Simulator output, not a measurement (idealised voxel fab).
Title: Process Module voxel transistor to metal
Square cell edge 5 nm, section width 295 nm, ID cut.
Think of the cross-section as a grid of square cells. We describe it in bands, top to bottom, and each band covers one or more rows of those cells. Band: top and bottom heights (nm) first, top before bottom; then materials from left to right, widths in nm. "everywhere" marks a sole material filling the band edge to edge. "blank" denotes empty space. Height is counted from the level 0, under which the received wafer is composed throughout of one material. The lowest of the bands is not closed at the bottom but continues downward, in the notation "0..down". Read "30..40" as a graded width: first number on top, second number at the bottom, same change between each pair of neighbouring rows. "nothing different", as given for a step, is the statement that not any cell of the cross-section underwent a change during that step. The entry titled "Closed-off voids" provides the empty spaces that have no open way to the top, restricted to those of 8 cells or more. Each is presented as width x height at distance, the distance being measured from the left edge, with all three in nm. The remark found on a step's line after its settings is issued by the simulator itself and pertains to that step. overlay nm: step with mask; distance mask lay right of planned place; negative value = left of planned place.

These are the steps we planned for the process:
1. RECEIVE | material Si
2. OXIDIZE | depth nm 5
3. CONFORMAL_DEP | material SiN | thk nm 10
4. MASKED_ETCH | tone cover | mask id ACTIVE | width nm 90 | pitch nm 110 | etch materials SiN | depth nm 10 | overlay nm 0
5. MASKED_ETCH | tone cover | mask id ACTIVE | width nm 90 | pitch nm 110 | etch materials SiO2 | depth nm 5 | overlay nm 0
6. MASKED_ETCH | tone cover | mask id ACTIVE | width nm 90 | pitch nm 110 | etch materials Si | depth nm 25 | overlay nm 0
7. FILL_DEP | material SiO2 | thk nm 15
8. CMP | height nm 10
9. SELECTIVE_ETCH | etch materials SiO2 | depth nm 10
10. STRIP | etch materials SiN
11. SELECTIVE_ETCH | etch materials SiO2 | depth nm 5
12. OXIDIZE | depth nm 5
13. DIRECTIONAL_DEP | material polySi | thk nm 25
14. DIRECTIONAL_DEP | material SiCN | thk nm 10
15. MASKED_ETCH | tone cover | mask id GATE | width nm 20 | pitch nm 110 | etch materials SiCN | depth nm 20 | overlay nm 0
16. MASKED_ETCH | tone cover | mask id GATE | width nm 20 | pitch nm 110 | etch materials polySi | depth nm 35 | overlay nm 0
17. CONFORMAL_DEP | material SiO2 | thk nm 5
18. DIRECTIONAL_ETCH | etch materials SiO2 | depth nm 5
19. CONFORMAL_DEP | material SiN | thk nm 10
20. DIRECTIONAL_ETCH | etch materials SiN | depth nm 10
21. DIRECTIONAL_ETCH | etch materials SiO2 | depth nm 5
22. DIRECTIONAL_ETCH | etch materials Si | depth nm 5
23. EPI | material SiGe | thk nm 10
24. FILL_DEP | material SiO2 | thk nm 5
25. CMP | height nm 30
26. DIRECTIONAL_DEP | material SiO2 | thk nm 10
27. PATTERN | tone open | mask id CONTACT | material resist | width nm 15 | thk nm 20 | overlay nm 0
28. DIRECTIONAL_ETCH | etch materials SiO2 | depth nm 45
29. STRIP | etch materials resist
30. CONFORMAL_DEP | material TiN | thk nm 5
31. FILL_DEP | material W | thk nm 5
32. CMP | height nm 40
33. DIRECTIONAL_DEP | material TiN | thk nm 5
34. DIRECTIONAL_DEP | material Ru | thk nm 25
35. MASKED_ETCH | tone cover | mask id METAL_1 | width nm 15 | etch materials Ru | depth nm 25 | overlay nm 0
36. MASKED_ETCH | tone cover | mask id METAL_1 | width nm 15 | etch materials TiN | depth nm 5 | overlay nm 0
37. FILL_DEP | material SiO2 | thk nm 5
38. CMP | height nm 70
39. CONFORMAL_DEP | material SiCN | thk nm 5
40. DIRECTIONAL_DEP | material SiO2 | thk nm 30
41. DIRECTIONAL_DEP | material aC | thk nm 10
42. PATTERN | tone open | mask id METAL_2 | material resist | width nm 15 | pitch nm 110 | thk nm 25 | overlay nm 0
43. DIRECTIONAL_ETCH | etch materials aC | depth nm 10
44. STRIP | etch materials resist
45. DIRECTIONAL_ETCH | etch materials SiO2 | depth nm 15
46. STRIP | etch materials aC
47. MASKED_ETCH | tone open | mask id METAL_2_HOLES | width nm 15 | pitch nm 110 | etch materials SiO2 | depth nm 15 | overlay nm 0
48. MASKED_ETCH | tone open | mask id METAL_2_HOLES | width nm 15 | pitch nm 110 | etch materials SiCN | depth nm 5 | overlay nm 0
49. CONFORMAL_DEP | material TiN | thk nm 5
50. FILL_DEP | material Ru | thk nm 10
51. CMP | height nm 105
52. CONFORMAL_DEP | material SiN | thk nm 5

Cross-section of the wafer upon arrival, representing the state reached after step 1:
  0..down = Si everywhere
  Closed-off voids: none

Below is the wafer in cross-section after the module was completed. It began from the starting point shown above and followed the plan shown above, except that one mistake was made while running it:
  110..105 = SiN everywhere
  105..75 = SiO2 50 nm, TiN 5 nm, Ru 5 nm, TiN 5 nm, SiO2 95 nm, TiN 5 nm, Ru 5 nm, TiN 5 nm, SiO2 120 nm
  75..70 = SiCN 50 nm, TiN 15 nm, SiCN 95 nm, TiN 15 nm, SiCN 120 nm
  70..45 = SiO2 50 nm, Ru 15 nm, SiO2 50 nm, Ru 15 nm, SiO2 30 nm, Ru 15 nm, SiO2 50 nm, Ru 15 nm, SiO2 55 nm
  45..40 = SiO2 50 nm, TiN 15 nm, SiO2 50 nm, TiN 15 nm, SiO2 30 nm, TiN 15 nm, SiO2 50 nm, TiN 15 nm, SiO2 55 nm
  40..35 = W 45 nm, TiN 5 nm, SiO2 15 nm, TiN 5 nm, W 40 nm, TiN 5 nm, SiO2 15 nm, TiN 5 nm, W 20 nm, TiN 5 nm, SiO2 15 nm, TiN 5 nm, W 40 nm, TiN 5 nm, SiO2 15 nm, TiN 5 nm, W 50 nm
  35..30 = W 45 nm, TiN 5 nm, SiO2 15 nm, TiN 50 nm, SiO2 15 nm, TiN 5 nm, W 20 nm, TiN 5 nm, SiO2 15 nm, TiN 50 nm, SiO2 15 nm, TiN 5 nm, W 50 nm
  30..20 = W 45 nm, TiN 5 nm, SiO2 15 nm, SiN 10 nm, TiN 5 nm, SiCN 20 nm, TiN 5 nm, SiN 10 nm, SiO2 15 nm, TiN 5 nm, W 20 nm, TiN 5 nm, SiO2 15 nm, SiN 10 nm, TiN 5 nm, SiCN 20 nm, TiN 5 nm, SiN 10 nm, SiO2 15 nm, TiN 5 nm, W 50 nm
  20..0 = W 45 nm, TiN 5 nm, SiO2 15 nm, SiN 10 nm, TiN 5 nm, polySi 20 nm, TiN 5 nm, SiN 10 nm, SiO2 15 nm, TiN 5 nm, W 20 nm, TiN 5 nm, SiO2 15 nm, SiN 10 nm, TiN 5 nm, polySi 20 nm, TiN 5 nm, SiN 10 nm, SiO2 15 nm, TiN 5 nm, W 50 nm
  0..-5 = TiN 50 nm, SiO2 5 nm, SiGe 10 nm, SiN 10 nm, TiN 5 nm, polySi 20 nm, TiN 5 nm, SiN 10 nm, SiGe 10 nm, SiO2 5 nm, TiN 30 nm, SiO2 5 nm, SiGe 10 nm, SiN 10 nm, TiN 5 nm, polySi 20 nm, TiN 5 nm, SiN 10 nm, SiGe 10 nm, SiO2 5 nm, TiN 55 nm
  -5..-10 = SiO2 40 nm, SiGe 25 nm, SiO2 50 nm, SiGe 25 nm, SiO2 10 nm, SiGe 25 nm, SiO2 50 nm, SiGe 25 nm, SiO2 45 nm
  -10..-15 = SiO2 45 nm, SiGe 20 nm, Si 50 nm, SiGe 20 nm, SiO2 20 nm, SiGe 20 nm, Si 50 nm, SiGe 20 nm, SiO2 50 nm
  -15..-30 = SiO2 45 nm, Si 90 nm, SiO2 20 nm, Si 90 nm, SiO2 50 nm
  -30..down = Si everywhere
  Closed-off voids: none
What went wrong in running the wafer? step 27 ran with different settings than intended, the actual operation and settings being PATTERN | tone cover | mask id CONTACT | material resist | width nm 15 | thk nm 20 | overlay nm 0
